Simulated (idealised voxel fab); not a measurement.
process module | voxel air gaps
cross-section cut | 175 nm wide | cells 5 nm
A cross-section is a grid of square cells, given in bands from the top down. A band is one or more rows of cells.
Each band's line starts with the height of the band's top and of its bottom, in nm. Then come its materials from left to right, each with its width in nm. One material with "throughout" fills the band from edge to edge. "air" is empty space.
Height 0 is the level under which the wafer as received is all one material. The lowest band goes on downwards, as in "0 down".
A width such as "30 to 40" changes by the same amount from each row of cells to the next, from the band's top row to its bottom row.
"no change" after a step means that no cell of the cross-section changed.
closed voids: empty space of 8 cells or more with no open way to the top, each as width x height at its distance from the left edge, in nm
after a step's settings: what the simulator itself notes on the step
overlay nm, on a step with a mask: how far to the right of its planned place the mask lay; to the left if negative
plan
1 op RECEIVE | material Si
2 op CONFORMAL_DEP | material SiO2 | thk nm 15
3 op CONFORMAL_DEP | material SiCN | thk nm 5
4 op DIRECTIONAL_DEP | material lowk | thk nm 35
5 op DIRECTIONAL_DEP | material aC | thk nm 15
6 op PATTERN | tone open | mask id LINES | material resist | width nm 25 | pitch nm 50 | thk nm 30 | overlay nm 0
7 op DIRECTIONAL_ETCH | etch materials aC | depth nm 15
8 op STRIP | etch materials resist
9 op DIRECTIONAL_ETCH | etch materials lowk | depth nm 35
10 op STRIP | etch materials aC
11 op CONFORMAL_DEP | material TiN | thk nm 5
12 op FILL_DEP | material Cu | thk nm 5
13 op CMP | height nm 55
14 op EPI | material Ru | thk nm 10
15 op SELECTIVE_ETCH | etch materials lowk | depth nm 45
16 op CONFORMAL_DEP | material SiCN | thk nm 5
first wafer, as planned
as received, after step 1
  0 down: Si throughout
  closed voids: none
after step 2
  15 to 0: SiO2 throughout
  below 0: unchanged
after step 3
  20 to 15: SiCN throughout
  below 15: unchanged
after step 4
  55 to 20: lowk throughout
  below 20: unchanged
after step 5
  70 to 55: aC throughout
  below 55: unchanged
after step 6
  100 to 70: resist 25 | air 25 | resist 25 | air 25 | resist 25 | air 25 | resist 25
  below 70: unchanged
after step 7
  85 to 70: resist 25 | air 25 | resist 25 | air 25 | resist 25 | air 25 | resist 25
  70 to 55: aC 25 | air 25 | aC 25 | air 25 | aC 25 | air 25 | aC 25
  below 55: unchanged
after step 8
  70 to 55: aC 25 | air 25 | aC 25 | air 25 | aC 25 | air 25 | aC 25
  below 55: unchanged
after step 9
  70 to 55: aC 25 | air 25 | aC 25 | air 25 | aC 25 | air 25 | aC 25
  55 to 20: lowk 25 | air 25 | lowk 25 | air 25 | lowk 25 | air 25 | lowk 25
  below 20: unchanged
after step 10
  55 to 20: lowk 25 | air 25 | lowk 25 | air 25 | lowk 25 | air 25 | lowk 25
  below 20: unchanged
after step 11
  60 to 55: TiN 30 | air 15 | TiN 35 | air 15 | TiN 35 | air 15 | TiN 30
  55 to 25: lowk 25 | TiN 5 | air 15 | TiN 5 | lowk 25 | TiN 5 | air 15 | TiN 5 | lowk 25 | TiN 5 | air 15 | TiN 5 | lowk 25
  25 to 20: lowk 25 | TiN 25 | lowk 25 | TiN 25 | lowk 25 | TiN 25 | lowk 25
  below 20: unchanged
after step 12
  65 to 60: Cu throughout
  60 to 55: TiN 30 | Cu 15 | TiN 35 | Cu 15 | TiN 35 | Cu 15 | TiN 30
  55 to 25: lowk 25 | TiN 5 | Cu 15 | TiN 5 | lowk 25 | TiN 5 | Cu 15 | TiN 5 | lowk 25 | TiN 5 | Cu 15 | TiN 5 | lowk 25
  below 25: unchanged
after step 13
  55 to 25: lowk 25 | TiN 5 | Cu 15 | TiN 5 | lowk 25 | TiN 5 | Cu 15 | TiN 5 | lowk 25 | TiN 5 | Cu 15 | TiN 5 | lowk 25
  below 25: unchanged
after step 14
  65 to 55: air 15 | Ru 45 | air 5 | Ru 45 | air 5 | Ru 45 | air 15
  below 55: unchanged
after step 15
  65 to 55: air 15 | Ru 45 | air 5 | Ru 45 | air 5 | Ru 45 | air 15
  55 to 25: air 25 | TiN 5 | Cu 15 | TiN 5 | air 25 | TiN 5 | Cu 15 | TiN 5 | air 25 | TiN 5 | Cu 15 | TiN 5 | air 25
  25 to 20: air 25 | TiN 25 | air 25 | TiN 25 | air 25 | TiN 25 | air 25
  below 20: unchanged
after step 16
  70 to 65: air 10 | SiCN 155 | air 10
  65 to 55: air 10 | SiCN 5 | Ru 45 | SiCN 5 | Ru 45 | SiCN 5 | Ru 45 | SiCN 5 | air 10
  55 to 50: air 10 | SiCN 15 | TiN 5 | Cu 15 | TiN 5 | SiCN 25 | TiN 5 | Cu 15 | TiN 5 | SiCN 25 | TiN 5 | Cu 15 | TiN 5 | SiCN 15 | air 10
  50 to 25: air 20 | SiCN 5 | TiN 5 | Cu 15 | TiN 5 | SiCN 5 | air 15 | SiCN 5 | TiN 5 | Cu 15 | TiN 5 | SiCN 5 | air 15 | SiCN 5 | TiN 5 | Cu 15 | TiN 5 | SiCN 5 | air 20
  25 to 20: SiCN 25 | TiN 25 | SiCN 25 | TiN 25 | SiCN 25 | TiN 25 | SiCN 25
  below 20: unchanged
  closed voids: 15 x 25 at 55; 15 x 25 at 105
second wafer: like start, like plan, one mistake. Through step 15 it matches the first wafer
when step 16 should have ended: no change
what went wrong: step 16 was left out
at the end the second wafer has, in cells: 105 fewer of SiCN
closed voids at the end (first wafer, second wafer): 2, 0
